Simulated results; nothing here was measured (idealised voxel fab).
process module | voxel ribs on slabs
cross-section cut | 160 nm wide | cells 5 nm
A cross-section is a grid of square cells, given in bands from the top down. A band is one or more rows of cells.
Each band's line starts with the height of the band's top and of its bottom, in nm. Then come its materials from left to right, each with its width in nm. One material with "throughout" fills the band from edge to edge. "air" is empty space.
Height 0 is the level under which the wafer as received is all one material. The lowest band goes on downwards, as in "0 down".
A width such as "30 to 40" changes by the same amount from each row of cells to the next, from the band's top row to its bottom row.
"no change" after a step means that no cell of the cross-section changed.
closed voids: empty space of 8 cells or more with no open way to the top, each as width x height at its distance from the left edge, in nm
after a step's settings: what the simulator itself notes on the step
overlay nm, on a step with a mask: how far to the right of its planned place the mask lay; to the left if negative
plan
1 op RECEIVE | material Si
2 op DIRECTIONAL_DEP | material SiO2 | thk nm 25
3 op DIRECTIONAL_DEP | material SiN | thk nm 20
4 op DIRECTIONAL_DEP | material aC | thk nm 10
5 op PATTERN | tone cover | mask id RIB | material resist | width nm 30 | thk nm 30 | overlay nm 0
6 op DIRECTIONAL_ETCH | etch materials aC | depth nm 10
7 op STRIP | etch materials resist
8 op DIRECTIONAL_ETCH | etch materials SiN | depth nm 10
9 op STRIP | etch materials aC
10 op DIRECTIONAL_DEP | material aC | thk nm 15
11 op PATTERN | tone cover | mask id SLAB | material resist | width nm 90 | thk nm 30 | overlay nm 0
12 op DIRECTIONAL_ETCH | etch materials aC | depth nm 15
13 op STRIP | etch materials resist
14 op DIRECTIONAL_ETCH | etch materials SiN | depth nm 10
15 op STRIP | etch materials aC
16 op FILL_DEP | material SiO2 | thk nm 25
17 op CMP | height nm 65
18 op DIRECTIONAL_DEP | material TiN | thk nm 5
19 op DIRECTIONAL_DEP | material aC | thk nm 15
20 op PATTERN | tone cover | mask id HEATER | material resist | width nm 40 | thk nm 30 | overlay nm 0
21 op DIRECTIONAL_ETCH | etch materials aC | depth nm 15
22 op STRIP | etch materials resist
23 op DIRECTIONAL_ETCH | etch materials TiN | depth nm 5
24 op STRIP | etch materials aC
25 op CONFORMAL_DEP | material SiN | thk nm 5
as received, after step 1
  0 down: Si throughout
  closed voids: none
a wafer at the end: this start, this plan, one mistake
  75 to 70: air 55 | SiN 50 | air 55
  70 to 65: SiN 60 | TiN 40 | SiN 60
  65 to 20: SiO2 throughout
  20 to 0: SiN throughout
  0 down: Si throughout
  closed voids: none
what went wrong: steps 2 and 3 were swapped
